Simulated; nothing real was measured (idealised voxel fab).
The name of this process module is voxel self aligned contacts.
The width of the displayed cross-section, cut, is 200 nm; its cells are square, with a size of 5 nm.
Cross-section = grid of square cells, listed top down in bands; band = one or more rows. Band entry format. Leading values: height of top, height of bottom, nm. Remainder: materials in left-to-right order, each with its width in nm. Special words: "all across" on a single material, which then fills the band edge to edge; "empty", empty space. Measure heights from 0. That's the level where, below it, the as-received wafer is all one material. The lowest band is bottomless and extends downward; write it as in "0 -> down". A width such as "30->40" changes by the same amount from each row of cells to the next, from the band's top row to its bottom row. "same as before" (step): cross-section cells unchanged, all of them. You'll see "Fully enclosed voids" listing empty spaces that have no way open to the top, as long as they're 8 cells or more; the notation is width x height at distance, where the distance is from the left edge, and all of it is in nm. Heads up: the bit after the settings on a step's line is the simulator's remark on that step. overlay nm: right-of-plan distance of the mask on a masked step; negative values mean left-of-plan.
Here's what the planned process steps look like:
1: RECEIVE [material Si]
2: OXIDIZE [depth nm 5]
3: DIRECTIONAL_DEP [material polySi] [thk nm 25]
4: DIRECTIONAL_DEP [material SiN] [thk nm 20]
5: DIRECTIONAL_DEP [material aC] [thk nm 10]
6: PATTERN [tone cover] [mask id GATE] [material resist] [width nm 30] [pitch nm 65] [thk nm 30] [overlay nm 0]
7: DIRECTIONAL_ETCH [etch materials aC] [depth nm 10]
8: STRIP [etch materials resist]
9: DIRECTIONAL_ETCH [etch materials SiN] [depth nm 20]
10: DIRECTIONAL_ETCH [etch materials polySi] [depth nm 25]
11: STRIP [etch materials aC]
12: CONFORMAL_DEP [material SiN] [thk nm 10]
13: DIRECTIONAL_ETCH [etch materials SiN] [depth nm 10]
14: FILL_DEP [material SiO2] [thk nm 15]
15: CMP [height nm 55]
16: DIRECTIONAL_DEP [material aC] [thk nm 15]
17: PATTERN [tone open] [mask id CONTACT] [material resist] [width nm 45] [thk nm 30] [overlay nm 0]
18: DIRECTIONAL_ETCH [etch materials aC] [depth nm 15]
19: STRIP [etch materials resist]
20: DIRECTIONAL_ETCH [etch materials SiO2] [depth nm 60]
21: STRIP [etch materials aC]
22: CONFORMAL_DEP [material TiN] [thk nm 5]
23: FILL_DEP [material Ru] [thk nm 5]
24: CMP [height nm 55]
25: CONFORMAL_DEP [material SiCN] [thk nm 5]
The first wafer of two, processed as planned:
Cross-section of the wafer at receipt, which is the condition after step 1:
  0 -> down  Si all across
  Fully enclosed voids: none
The following cross-section depicts the wafer upon completion of step 2:
  0 -> -5  SiO2 all across
  Unchanged below -5.
The following cross-section depicts the wafer upon completion of step 3:
  25 -> 0  polySi all across
  Unchanged below 0.
The following cross-section depicts the wafer upon completion of step 4:
  45 -> 25  SiN all across
  Unchanged below 25.
The following cross-section depicts the wafer upon completion of step 5:
  55 -> 45  aC all across
  Unchanged below 45.
The following cross-section depicts the wafer upon completion of step 6:
  85 -> 55  empty 50 nm / resist 30 nm / empty 35 nm / resist 30 nm / empty 55 nm
  Unchanged below 55.
The following cross-section depicts the wafer upon completion of step 7:
  75 -> 55  empty 50 nm / resist 30 nm / empty 35 nm / resist 30 nm / empty 55 nm
  55 -> 45  empty 50 nm / aC 30 nm / empty 35 nm / aC 30 nm / empty 55 nm
  Unchanged below 45.
The following cross-section depicts the wafer upon completion of step 8:
  55 -> 45  empty 50 nm / aC 30 nm / empty 35 nm / aC 30 nm / empty 55 nm
  Unchanged below 45.
The following cross-section depicts the wafer upon completion of step 9:
  55 -> 45  empty 50 nm / aC 30 nm / empty 35 nm / aC 30 nm / empty 55 nm
  45 -> 25  empty 50 nm / SiN 30 nm / empty 35 nm / SiN 30 nm / empty 55 nm
  Unchanged below 25.
The following cross-section depicts the wafer upon completion of step 10:
  55 -> 45  empty 50 nm / aC 30 nm / empty 35 nm / aC 30 nm / empty 55 nm
  45 -> 25  empty 50 nm / SiN 30 nm / empty 35 nm / SiN 30 nm / empty 55 nm
  25 -> 0  empty 50 nm / polySi 30 nm / empty 35 nm / polySi 30 nm / empty 55 nm
  Unchanged below 0.
The following cross-section depicts the wafer upon completion of step 11:
  45 -> 25  empty 50 nm / SiN 30 nm / empty 35 nm / SiN 30 nm / empty 55 nm
  Unchanged below 25.
The following cross-section depicts the wafer upon completion of step 12:
  55 -> 25  empty 40 nm / SiN 50 nm / empty 15 nm / SiN 50 nm / empty 45 nm
  25 -> 10  empty 40 nm / SiN 10 nm / polySi 30 nm / SiN 10 nm / empty 15 nm / SiN 10 nm / polySi 30 nm / SiN 10 nm / empty 45 nm
  10 -> 0  SiN 50 nm / polySi 30 nm / SiN 35 nm / polySi 30 nm / SiN 55 nm
  Unchanged below 0.
The following cross-section depicts the wafer upon completion of step 13:
  45 -> 25  empty 40 nm / SiN 50 nm / empty 15 nm / SiN 50 nm / empty 45 nm
  25 -> 0  empty 40 nm / SiN 10 nm / polySi 30 nm / SiN 10 nm / empty 15 nm / SiN 10 nm / polySi 30 nm / SiN 10 nm / empty 45 nm
  Unchanged below 0.
The following cross-section depicts the wafer upon completion of step 14:
  60 -> 45  SiO2 all across
  45 -> 25  SiO2 40 nm / SiN 50 nm / SiO2 15 nm / SiN 50 nm / SiO2 45 nm
  25 -> 0  SiO2 40 nm / SiN 10 nm / polySi 30 nm / SiN 10 nm / SiO2 15 nm / SiN 10 nm / polySi 30 nm / SiN 10 nm / SiO2 45 nm
  Unchanged below 0.
The following cross-section depicts the wafer upon completion of step 15:
  55 -> 45  SiO2 all across
  Unchanged below 45.
The following cross-section depicts the wafer upon completion of step 16:
  70 -> 55  aC all across
  Unchanged below 55.
The following cross-section depicts the wafer upon completion of step 17:
  100 -> 70  resist 75 nm / empty 45 nm / resist 80 nm
  Unchanged below 70.
The following cross-section depicts the wafer upon completion of step 18:
  85 -> 70  resist 75 nm / empty 45 nm / resist 80 nm
  70 -> 55  aC 75 nm / empty 45 nm / aC 80 nm
  Unchanged below 55.
The following cross-section depicts the wafer upon completion of step 19:
  70 -> 55  aC 75 nm / empty 45 nm / aC 80 nm
  Unchanged below 55.
The following cross-section depicts the wafer upon completion of step 20:
  70 -> 55  aC 75 nm / empty 45 nm / aC 80 nm
  55 -> 45  SiO2 75 nm / empty 45 nm / SiO2 80 nm
  45 -> 25  SiO2 40 nm / SiN 50 nm / empty 15 nm / SiN 50 nm / SiO2 45 nm
  25 -> 0  SiO2 40 nm / SiN 10 nm / polySi 30 nm / SiN 10 nm / empty 15 nm / SiN 10 nm / polySi 30 nm / SiN 10 nm / SiO2 45 nm
  0 -> -5  SiO2 90 nm / empty 15 nm / SiO2 95 nm
  Unchanged below -5.
The following cross-section depicts the wafer upon completion of step 21:
  55 -> 45  SiO2 75 nm / empty 45 nm / SiO2 80 nm
  Unchanged below 45.
The following cross-section depicts the wafer upon completion of step 22:
  60 -> 55  TiN 80 nm / empty 35 nm / TiN 85 nm
  55 -> 45  SiO2 75 nm / TiN 5->20 nm / empty 35->5 nm / TiN 5->20 nm / SiO2 80 nm
  45 -> 25  SiO2 40 nm / SiN 50 nm / TiN 5 nm / empty 5 nm / TiN 5 nm / SiN 50 nm / SiO2 45 nm
  25 -> 0  SiO2 40 nm / SiN 10 nm / polySi 30 nm / SiN 10 nm / TiN 5 nm / empty 5 nm / TiN 5 nm / SiN 10 nm / polySi 30 nm / SiN 10 nm / SiO2 45 nm
  0 -> -5  SiO2 90 nm / TiN 15 nm / SiO2 95 nm
  Unchanged below -5.
The following cross-section depicts the wafer upon completion of step 23:
  65 -> 60  Ru all across
  60 -> 55  TiN 80 nm / Ru 35 nm / TiN 85 nm
  55 -> 45  SiO2 75 nm / TiN 5->20 nm / Ru 35->5 nm / TiN 5->20 nm / SiO2 80 nm
  45 -> 25  SiO2 40 nm / SiN 50 nm / TiN 5 nm / Ru 5 nm / TiN 5 nm / SiN 50 nm / SiO2 45 nm
  25 -> 0  SiO2 40 nm / SiN 10 nm / polySi 30 nm / SiN 10 nm / TiN 5 nm / Ru 5 nm / TiN 5 nm / SiN 10 nm / polySi 30 nm / SiN 10 nm / SiO2 45 nm
  Unchanged below 0.
The following cross-section depicts the wafer upon completion of step 24:
  55 -> 45  SiO2 75 nm / TiN 5->20 nm / Ru 35->5 nm / TiN 5->20 nm / SiO2 80 nm
  Unchanged below 45.
The following cross-section depicts the wafer upon completion of step 25:
  60 -> 55  SiCN all across
  Unchanged below 55.
Now the other wafer: same start, same recipe, but we messed up one thing when running it. Up to and including step 16 it's the same as the first one:
The second wafer cut through, at the time step 17 was supposed to be finished:
  100 -> 70  resist 65 nm / empty 45 nm / resist 90 nm
  Unchanged below 70.
The second wafer cut through, at the time step 18 was supposed to be finished:
  85 -> 70  resist 65 nm / empty 45 nm / resist 90 nm
  70 -> 55  aC 65 nm / empty 45 nm / aC 90 nm
  Unchanged below 55.
The second wafer cut through, at the time step 19 was supposed to be finished:
  70 -> 55  aC 65 nm / empty 45 nm / aC 90 nm
  Unchanged below 55.
The second wafer cut through, at the time step 20 was supposed to be finished:
  70 -> 55  aC 65 nm / empty 45 nm / aC 90 nm
  55 -> 45  SiO2 65 nm / empty 45 nm / SiO2 90 nm
  45 -> 25  SiO2 40 nm / SiN 50 nm / empty 15 nm / SiN 50 nm / SiO2 45 nm
  25 -> 0  SiO2 40 nm / SiN 10 nm / polySi 30 nm / SiN 10 nm / empty 15 nm / SiN 10 nm / polySi 30 nm / SiN 10 nm / SiO2 45 nm
  0 -> -5  SiO2 90 nm / empty 15 nm / SiO2 95 nm
  Unchanged below -5.
The second wafer cut through, at the time step 21 was supposed to be finished:
  55 -> 45  SiO2 65 nm / empty 45 nm / SiO2 90 nm
  Unchanged below 45.
The second wafer cut through, at the time step 22 was supposed to be finished:
  60 -> 55  TiN 70 nm / empty 35 nm / TiN 95 nm
  55 -> 45  SiO2 65 nm / TiN 5->30 nm / empty 35->5 nm / TiN 5->10 nm / SiO2 90 nm
  45 -> 25  SiO2 40 nm / SiN 50 nm / TiN 5 nm / empty 5 nm / TiN 5 nm / SiN 50 nm / SiO2 45 nm
  25 -> 0  SiO2 40 nm / SiN 10 nm / polySi 30 nm / SiN 10 nm / TiN 5 nm / empty 5 nm / TiN 5 nm / SiN 10 nm / polySi 30 nm / SiN 10 nm / SiO2 45 nm
  0 -> -5  SiO2 90 nm / TiN 15 nm / SiO2 95 nm
  Unchanged below -5.
The second wafer cut through, at the time step 23 was supposed to be finished:
  65 -> 60  Ru all across
  60 -> 55  TiN 70 nm / Ru 35 nm / TiN 95 nm
  55 -> 45  SiO2 65 nm / TiN 5->30 nm / Ru 35->5 nm / TiN 5->10 nm / SiO2 90 nm
  45 -> 25  SiO2 40 nm / SiN 50 nm / TiN 5 nm / Ru 5 nm / TiN 5 nm / SiN 50 nm / SiO2 45 nm
  25 -> 0  SiO2 40 nm / SiN 10 nm / polySi 30 nm / SiN 10 nm / TiN 5 nm / Ru 5 nm / TiN 5 nm / SiN 10 nm / polySi 30 nm / SiN 10 nm / SiO2 45 nm
  Unchanged below 0.
The second wafer cut through, at the time step 24 was supposed to be finished:
  55 -> 45  SiO2 65 nm / TiN 5->30 nm / Ru 35->5 nm / TiN 5->10 nm / SiO2 90 nm
  Unchanged below 45.
The second wafer cut through, at the time step 25 was supposed to be finished:
  60 -> 55  SiCN all across
  Unchanged below 55.
What went wrong in running the wafer? note that step 17 departed from the planned setting and was carried out as PATTERN [tone open] [mask id CONTACT] [material resist] [width nm 45] [thk nm 30] [overlay nm -10]
At the end, the second wafer has the same number of cells of each material as the first, but those cells sit in other places.
